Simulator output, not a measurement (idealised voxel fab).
A process module follows: voxel capacitor over wiring.
Each square cell in cross-section cut measures 5 nm, and the section as a whole is 280 nm wide.
Just so we're on the same page, the cross-sections are grids of square cells, and they're listed out in bands top to bottom, each band one or more rows deep. Read a band's entry like this: the first values are the height of its top and the height of its bottom in nm, and what follows is the sequence of materials from left to right, each with its width in nm. Note that "air" is empty space, and that a single material marked "edge to edge" reaches across the band from edge to edge. Height 0 is the level under which the wafer as received is all one material. The lowest band goes on downwards, as in "z 0 and below". Graded width ("30 to 40"): value in top row of band = first number; value in bottom row = second number; row-to-row change constant. The cross-section has no changed cell in any step marked "nothing changed". In the "Unvented internal voids" entry, you get each enclosed empty space of 8 cells or more, one with no open way to the top, written width x height at distance, distance from the left edge, in nm. Post-settings text on a step line: simulator's own remark regarding the step. "overlay nm" on a masked step: distance the mask lay right of its planned place, negative for left.
Below is the list of planned process steps
1: RECEIVE [material Si]
2: CONFORMAL_DEP [material SiO2] [thk nm 15]
3: DIRECTIONAL_DEP [material TiN] [thk nm 5]
4: DIRECTIONAL_DEP [material W] [thk nm 20]
5: DIRECTIONAL_DEP [material aC] [thk nm 10]
6: PATTERN [tone cover] [mask id METAL_1] [material resist] [width nm 30] [pitch nm 100] [thk nm 30] [overlay nm 0]
7: DIRECTIONAL_ETCH [etch materials aC] [depth nm 10]
8: STRIP [etch materials resist]
9: DIRECTIONAL_ETCH [etch materials W] [depth nm 20]
10: DIRECTIONAL_ETCH [etch materials TiN] [depth nm 5]
11: STRIP [etch materials aC]
12: FILL_DEP [material SiO2] [thk nm 5]
13: CMP [height nm 40]
14: CONFORMAL_DEP [material SiCN] [thk nm 5]
15: DIRECTIONAL_DEP [material SiO2] [thk nm 20]
16: PATTERN [tone open] [mask id PLUG_1] [material resist] [width nm 15] [thk nm 15] [overlay nm 0]
17: DIRECTIONAL_ETCH [etch materials SiO2] [depth nm 20]
18: DIRECTIONAL_ETCH [etch materials SiCN] [depth nm 5]
19: STRIP [etch materials resist]
20: CONFORMAL_DEP [material TiN] [thk nm 5]
21: FILL_DEP [material Cu] [thk nm 5]
22: CMP [height nm 65]
23: DIRECTIONAL_DEP [material TiN] [thk nm 10]
24: DIRECTIONAL_DEP [material HfO2] [thk nm 5]
25: DIRECTIONAL_DEP [material TiN] [thk nm 5]
26: DIRECTIONAL_DEP [material aC] [thk nm 15]
27: PATTERN [tone cover] [mask id UPPER_PLATE] [material resist] [width nm 75] [thk nm 30] [overlay nm 0]
28: DIRECTIONAL_ETCH [etch materials aC] [depth nm 15]
29: STRIP [etch materials resist]
30: DIRECTIONAL_ETCH [etch materials TiN] [depth nm 5]
31: DIRECTIONAL_ETCH [etch materials HfO2] [depth nm 5]
32: STRIP [etch materials aC]
33: MASKED_ETCH [tone cover] [mask id LOWER_PLATE] [width nm 85] [etch materials TiN] [depth nm 10] [overlay nm 0]
34: FILL_DEP [material SiO2] [thk nm 20]
35: CMP [height nm 100]
36: DIRECTIONAL_DEP [material aC] [thk nm 15]
37: PATTERN [tone open] [mask id PLUG_2] [material resist] [width nm 15] [thk nm 35] [overlay nm 0]
38: DIRECTIONAL_ETCH [etch materials aC] [depth nm 15]
39: STRIP [etch materials resist]
40: DIRECTIONAL_ETCH [etch materials SiO2] [depth nm 15]
41: STRIP [etch materials aC]
42: CONFORMAL_DEP [material TiN] [thk nm 5]
43: FILL_DEP [material Ru] [thk nm 10]
44: CMP [height nm 100]
45: CONFORMAL_DEP [material SiCN] [thk nm 5]
Incoming wafer in cross-section (state: after step 1)
- z 0 and below | Si edge to edge
- Unvented internal voids: none
first wafer at the end, as planned
- z 105 to 100 | SiCN edge to edge
- z 100 to 90 | 100 SiO2, then 5 TiN, then 5 Ru, then 5 TiN, then 165 SiO2
- z 90 to 80 | 100 to 90 SiO2, then 15 to 75 TiN, then 165 to 115 SiO2
- z 80 to 75 | 90 SiO2, then 75 HfO2, then 115 SiO2
- z 75 to 65 | 85 SiO2, then 85 TiN, then 110 SiO2
- z 65 to 45 | 90 SiO2, then 5 TiN, then 5 Cu, then 5 TiN, then 175 SiO2
- z 45 to 40 | 90 SiCN, then 15 TiN, then 175 SiCN
- z 40 to 20 | 75 SiO2, then 30 W, then 70 SiO2, then 30 W, then 75 SiO2
- z 20 to 15 | 75 SiO2, then 30 TiN, then 70 SiO2, then 30 TiN, then 75 SiO2
- z 15 to 0 | SiO2 edge to edge
- z 0 and below | Si edge to edge
- Unvented internal voids: none
Cross-section, wafer two of two, end of module: same start and plan as wafer one, one error in execution
- z 105 to 100 | SiCN edge to edge
- z 100 to 90 | 100 SiO2, then 5 TiN, then 5 Ru, then 5 TiN, then 165 SiO2
- z 90 to 80 | 100 to 90 SiO2, then 15 to 75 TiN, then 165 to 115 SiO2
- z 80 to 75 | 90 SiO2, then 75 HfO2, then 115 SiO2
- z 75 to 65 | 85 SiO2, then 85 TiN, then 110 SiO2
- z 65 to 45 | 90 SiO2, then 5 TiN, then 5 Cu, then 5 TiN, then 175 SiO2
- z 45 to 40 | 90 SiCN, then 15 TiN, then 175 SiCN
- z 40 to 20 | 75 SiO2, then 35 W, then 65 SiO2, then 35 W, then 70 SiO2
- z 20 to 15 | 75 SiO2, then 35 TiN, then 65 SiO2, then 35 TiN, then 70 SiO2
- z 15 to 0 | SiO2 edge to edge
- z 0 and below | Si edge to edge
- Unvented internal voids: none
Error vs. plan: step 6 deviated from plan and actually ran as PATTERN [tone cover] [mask id METAL_1] [material resist] [width nm 35] [pitch nm 100] [thk nm 30] [overlay nm 0]
Wafer comparison, final, in cells, second relative to first, materials more or fewer: SiO2: 10 fewer | TiN: 2 more | W: 8 more
